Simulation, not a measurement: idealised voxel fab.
Process module in this document: voxel released beams
Square cells of 5 nm make up the cross-section cut, whose width is 275 nm.
The cross-sections in this document take the form of a grid made of square cells. They are written out as bands, in order from top to bottom. Each band consists of one or more rows of cells.
It is stipulated that each band's entry specify, in nanometres, the height of the top of the band and then that of its bottom, followed by the materials of the band in left-to-right sequence, each together with its width in nanometres. A single material marked by the word "throughout" is understood to fill the band from edge to edge; the word "empty" is understood to denote empty space.
Zero point of the height axis is 0; under it, received wafer = one material. Lowest band: continues down indefinitely, "z 0 and below".
Note: "30 to 40" means the width goes from the first number (top row of the band) to the second number (bottom row) in equal steps per row of cells.
"no modification" means the step left every cell of the cross-section as it was.
Empty spaces counting at least 8 cells and having no open way to the top are listed in "Enclosed void catalog". The notation width x height at distance is used for each, the distance being from the left edge and all three values in nm.
Whatever follows a step's settings on its line is a remark the simulator itself makes about that step.
Regarding "overlay nm": on a step with a mask, it is the distance the mask lay to the right of its planned place; a negative value places it to the left.
Process steps foreseen in the plan
1) RECEIVE (material Si)
2) CONFORMAL_DEP (material SiN; thk nm 5)
3) DIRECTIONAL_DEP (material SiO2; thk nm 15)
4) DIRECTIONAL_DEP (material aC; thk nm 15)
5) PATTERN (tone open; mask id ANCHOR; material resist; width nm 35; thk nm 35; overlay nm 0)
6) DIRECTIONAL_ETCH (etch materials aC; depth nm 15)
7) STRIP (etch materials resist)
8) DIRECTIONAL_ETCH (etch materials SiO2; depth nm 15)
9) STRIP (etch materials aC)
10) CONFORMAL_DEP (material W; thk nm 15)
11) MASKED_ETCH (tone cover; mask id BEAM; width nm 90; etch materials W; depth nm 15; overlay nm 0)
12) STRIP (etch materials SiO2)
Wafer at receipt (post step 1), cross-section
> z 0 and below  Si throughout
> Enclosed void catalog: none
Module complete - cross-section of the first of two wafers, run according to plan
> z 35 to 20  empty=90 / W=20 / empty=5 / W=65 / empty=95
> z 20 to 5  empty=95 / W=35 / empty=145
> z 5 to 0  SiN throughout
> z 0 and below  Si throughout
> Enclosed void catalog: none
So this is wafer number two of the two, cut at the end of the module - it started where the first did and had the same plan, we just got one thing wrong running it
> z 35 to 20  empty=100 / W=10 / empty=5 / W=75 / empty=85
> z 20 to 5  empty=95 / W=35 / empty=145
> z 5 to 0  SiN throughout
> z 0 and below  Si throughout
> Enclosed void catalog: none
Here's what went sideways: step 11 deviated from plan and actually ran as MASKED_ETCH (tone cover; mask id BEAM; width nm 90; etch materials W; depth nm 15; overlay nm 10)
End check, second vs first wafer: material counts in cells match, positions do not.
